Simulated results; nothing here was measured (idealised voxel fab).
A process module follows: voxel released beams.
Xsec cut, 285 nm wide, square cell size 5 nm.
Format of a cross-section: grid, square cells. Given as bands. Order: top down. Band: one or more rows of cells. Heads up on the band format: heights come first, top then bottom, in nm. After that it's the materials left to right, each with its width in nm. A single material flagged "throughout" fills the whole band edge to edge, and "empty" means there's empty space there. Height datum 0, below which the as-received substrate wafer is one material. Lowest band open at the bottom, running downward: "from 0 down". It should be noted that a width expressed as "30 to 40" varies in equal increments from row to row of cells within the band, taking the value of the first number at the top row and that of the second number at the bottom row. No cell of the cross-section changed in a step that is given as "all unchanged". Entry "Unvented cavities" = empty spaces >= 8 cells with no open way to the top; each as width x height at distance, distance from left edge, all nm. Note: text after step settings on the step line = simulator remark on that step. overlay nm: mask right of planned place by this much (step with mask). Neg. = left.
-- The following list gives the planned process steps
1,RECEIVE, material Si
2,CONFORMAL_DEP, material Al2O3, thk nm 5
3,DIRECTIONAL_DEP, material SiO2, thk nm 20
4,PATTERN, tone open, mask id ANCHOR, material resist, width nm 35, thk nm 15, overlay nm 0
5,DIRECTIONAL_ETCH, etch materials SiO2, depth nm 20
6,STRIP, etch materials resist
7,CONFORMAL_DEP, material W, thk nm 15
8,MASKED_ETCH, tone cover, mask id BEAM, width nm 95, etch materials W, depth nm 15, overlay nm 0
9,STRIP, etch materials SiO2
-- The cross-section here shows the wafer as received, i.e. in its state after step 1
> from 0 down = Si throughout
> Unvented cavities: none
-- The first of the two wafers as seen in cross-section once the module was finished; processing followed the plan
> from 40 to 25 = empty 90 nm | W 20 nm | empty 5 nm | W 70 nm | empty 100 nm
> from 25 to 20 = empty 95 nm | W 15 nm | empty 5 nm | W 15 nm | empty 155 nm
> from 20 to 5 = empty 95 nm | W 35 nm | empty 155 nm
> from 5 to 0 = Al2O3 throughout
> from 0 down = Si throughout
> Unvented cavities: none
-- Cross-sectional view: second of two wafers, end of module; start and plan identical to the first, one mistake in running
> from 40 to 25 = empty 90 nm | W 95 nm | empty 100 nm
> from 25 to 5 = empty 100 nm | W 25 nm | empty 160 nm
> from 5 to 0 = Al2O3 throughout
> from 0 down = Si throughout
> Unvented cavities: none
Deviation from plan: step 4 went in with a setting other than planned; the actual run was PATTERN, tone open, mask id ANCHOR, material resist, width nm 25, thk nm 15, overlay nm 0
In the final state, the cell counts of the second wafer exceed or fall short of those of the first for the following materials: W -4
